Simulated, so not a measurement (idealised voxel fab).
Process module name: voxel self aligned contacts
Cross-section cut: width 280 nm, square cells of 5 nm.
A cross-section in this document is a grid of square cells, and it is written down as bands, the top band listed before the ones below it; a band is made up of one or more rows of cells. Band entry format. Leading values: height of top, height of bottom, nm. Remainder: materials in left-to-right order, each with its width in nm. Special words: "all across" on a single material, which then fills the band edge to edge; "blank", empty space. It should be noted that heights are counted from 0, beneath which the wafer as supplied is of one material throughout, and that the lowest band possesses no lower boundary but continues downward, as written in "0..down". A width such as "30->40" changes by the same amount from each row of cells to the next, from the band's top row to its bottom row. "everything unchanged" means the step left every cell of the cross-section as it was. For the entry "Closed voids list", the listed items are empty spaces with no open way to the top whose size is 8 cells or more; each item follows the pattern width x height at distance, where distance is from the left edge and all three are in nm. Formally, on a step line, whatever follows the settings is a remark that the simulator itself makes on the step. "overlay nm" denotes, for a step that has a mask, the displacement of the mask to the right of its planned place, with negative values corresponding to the left.
List of planned process steps
| 1 | RECEIVE [material Si] |
| 2 | CONFORMAL_DEP [material SiO2] [thk nm 5] |
| 3 | DIRECTIONAL_DEP [material polySi] [thk nm 25] |
| 4 | DIRECTIONAL_DEP [material SiN] [thk nm 20] |
| 5 | DIRECTIONAL_DEP [material aC] [thk nm 10] |
| 6 | PATTERN [tone cover] [mask id GATE] [material resist] [width nm 35] [pitch nm 70] [thk nm 25] [overlay nm 0] |
| 7 | DIRECTIONAL_ETCH [etch materials aC] [depth nm 10] |
| 8 | STRIP [etch materials resist] |
| 9 | DIRECTIONAL_ETCH [etch materials SiN] [depth nm 20] |
| 10 | DIRECTIONAL_ETCH [etch materials polySi] [depth nm 25] |
| 11 | STRIP [etch materials aC] |
| 12 | CONFORMAL_DEP [material SiN] [thk nm 5] |
| 13 | DIRECTIONAL_ETCH [etch materials SiN] [depth nm 5] |
| 14 | FILL_DEP [material SiO2] [thk nm 10] |
| 15 | CMP [height nm 55] |
| 16 | DIRECTIONAL_DEP [material aC] [thk nm 10] |
| 17 | PATTERN [tone open] [mask id CONTACT] [material resist] [width nm 45] [pitch nm 70] [thk nm 25] [overlay nm 0] |
| 18 | DIRECTIONAL_ETCH [etch materials aC] [depth nm 10] |
| 19 | STRIP [etch materials resist] |
| 20 | DIRECTIONAL_ETCH [etch materials SiO2] [depth nm 55] |
| 21 | STRIP [etch materials aC] |
| 22 | CONFORMAL_DEP [material TiN] [thk nm 5] |
| 23 | FILL_DEP [material Ru] [thk nm 10] |
| 24 | CMP [height nm 55] |
| 25 | CONFORMAL_DEP [material SiN] [thk nm 5] |
Split variable: width nm, step 17. Plan value = first wafer. Wafers start alike.
Cut through the first of several wafers as received, post step 1
	0..down: Si all across
	Closed voids list: none
At the end of the module, after its last step, step 25, the first of several wafers appears in cross-section as follows
	60..55: SiN all across
	55..50: 80 SiO2 / 15 TiN / 15 Ru / 15 TiN / 25 SiO2 / 15 TiN / 15 Ru / 15 TiN / 85 SiO2
	50..30: 45 SiO2 / 45 SiN / 5 TiN / 15 Ru / 5 TiN / 45 SiN / 5 TiN / 15 Ru / 5 TiN / 45 SiN / 50 SiO2
	30..5: 45 SiO2 / 5 SiN / 35 polySi / 5 SiN / 5 TiN / 15 Ru / 5 TiN / 5 SiN / 35 polySi / 5 SiN / 5 TiN / 15 Ru / 5 TiN / 5 SiN / 35 polySi / 5 SiN / 50 SiO2
	5..0: 90 SiO2 / 25 TiN / 45 SiO2 / 25 TiN / 95 SiO2
	0..down: Si all across
	Closed voids list: none
Module end, final wafer: cross-section
	60..55: SiN all across
	55..50: 75 SiO2 / 20 TiN / 15 Ru / 20 TiN / 15 SiO2 / 20 TiN / 15 Ru / 20 TiN / 80 SiO2
	50..30: 45 SiO2 / 45 SiN / 5 TiN / 15 Ru / 5 TiN / 45 SiN / 5 TiN / 15 Ru / 5 TiN / 45 SiN / 50 SiO2
	30..5: 45 SiO2 / 5 SiN / 35 polySi / 5 SiN / 5 TiN / 15 Ru / 5 TiN / 5 SiN / 35 polySi / 5 SiN / 5 TiN / 15 Ru / 5 TiN / 5 SiN / 35 polySi / 5 SiN / 50 SiO2
	5..0: 90 SiO2 / 25 TiN / 45 SiO2 / 25 TiN / 95 SiO2
	0..down: Si all across
	Closed voids list: none
Rows = wafers. At module end, each row lists per material the cells gained (+) or lost (-) since the wafer was received, then the closed voids
width nm 45, +60 Ru, +194 SiN, +255 SiO2, +58 TiN, +105 polySi, Closed voids list: none
width nm 50, +60 Ru, +194 SiN, +253 SiO2, +60 TiN, +105 polySi, Closed voids list: none
width nm 55, +60 Ru, +194 SiN, +251 SiO2, +62 TiN, +105 polySi, Closed voids list: none
